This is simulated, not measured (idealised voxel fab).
voxel trench capacitor: a process module
This is section cut - it's 240 nm across, gridded in 5 nm square cells.
Cross-sections here: square-cell grids, written as top-down lists of bands, a band being one or more rows of cells.
Basically the band line says how high the top is and how high the bottom is, in nm, and then what's in it from left to right, every material with its width in nm. Empty space shows up as "air", and if a single material carries "edge to edge" it runs the full band edge to edge.
Heads up on the height convention: 0 is the point under which the incoming wafer is all one material, and the lowest band has no bottom, it just keeps going down, like "0 and below".
Top row gets the first number, bottom row gets the second, and each row in between changes by the same step: that is how a band width like "30..40" works.
Where a step carries "nothing different", the cross-section came out of it unchanged, cell for cell.
Entry "Fully enclosed voids". Content: empty spaces with no open connection to the top, size 8 cells or greater. Each: width x height at distance. Distance: from left edge. Unit: nm.
On each step's line, the part that comes after the settings is the simulator's own comment on the step.
Regarding "overlay nm": on a step with a mask, it is the distance the mask lay to the right of its planned place; a negative value places it to the left.

**This section lists the process steps that were planned**
| 1 | RECEIVE with material Si |
| 2 | CONFORMAL_DEP with material SiN, thk nm 10 |
| 3 | MASKED_ETCH with tone open, mask id TRENCH, width nm 25, pitch nm 40, etch materials SiN, depth nm 10, overlay nm 0 |
| 4 | MASKED_ETCH with tone open, mask id TRENCH, width nm 25, pitch nm 40, etch materials Si, depth nm 40, overlay nm 0 |
| 5 | CONFORMAL_DEP with material Al2O3, thk nm 5 |
| 6 | FILL_DEP with material polySi, thk nm 10 |
| 7 | CMP with height nm 10 |

**This is the cross-section of the wafer as we received it, i.e. after step 1**
	0 and below: Si edge to edge
	Fully enclosed voids: none

**Final wafer profile in cross-section after the module, from the same start and plan as above, with one mistake made during processing**
	10 down to 0: SiN 50 nm | polySi 15 nm | SiN 25 nm | polySi 15 nm | SiN 25 nm | polySi 15 nm | SiN 25 nm | polySi 15 nm | SiN 55 nm
	0 down to -35: Si 45 nm | SiN 5 nm | polySi 15 nm | SiN 5 nm | Si 15 nm | SiN 5 nm | polySi 15 nm | SiN 5 nm | Si 15 nm | SiN 5 nm | polySi 15 nm | SiN 5 nm | Si 15 nm | SiN 5 nm | polySi 15 nm | SiN 5 nm | Si 50 nm
	-35 down to -40: Si 45 nm | SiN 25 nm | Si 15 nm | SiN 25 nm | Si 15 nm | SiN 25 nm | Si 15 nm | SiN 25 nm | Si 50 nm
	-40 and below: Si edge to edge
	Fully enclosed voids: none
Want to know what went wrong? note that step 5 departed from the planned setting and was carried out as CONFORMAL_DEP with material SiN, thk nm 5
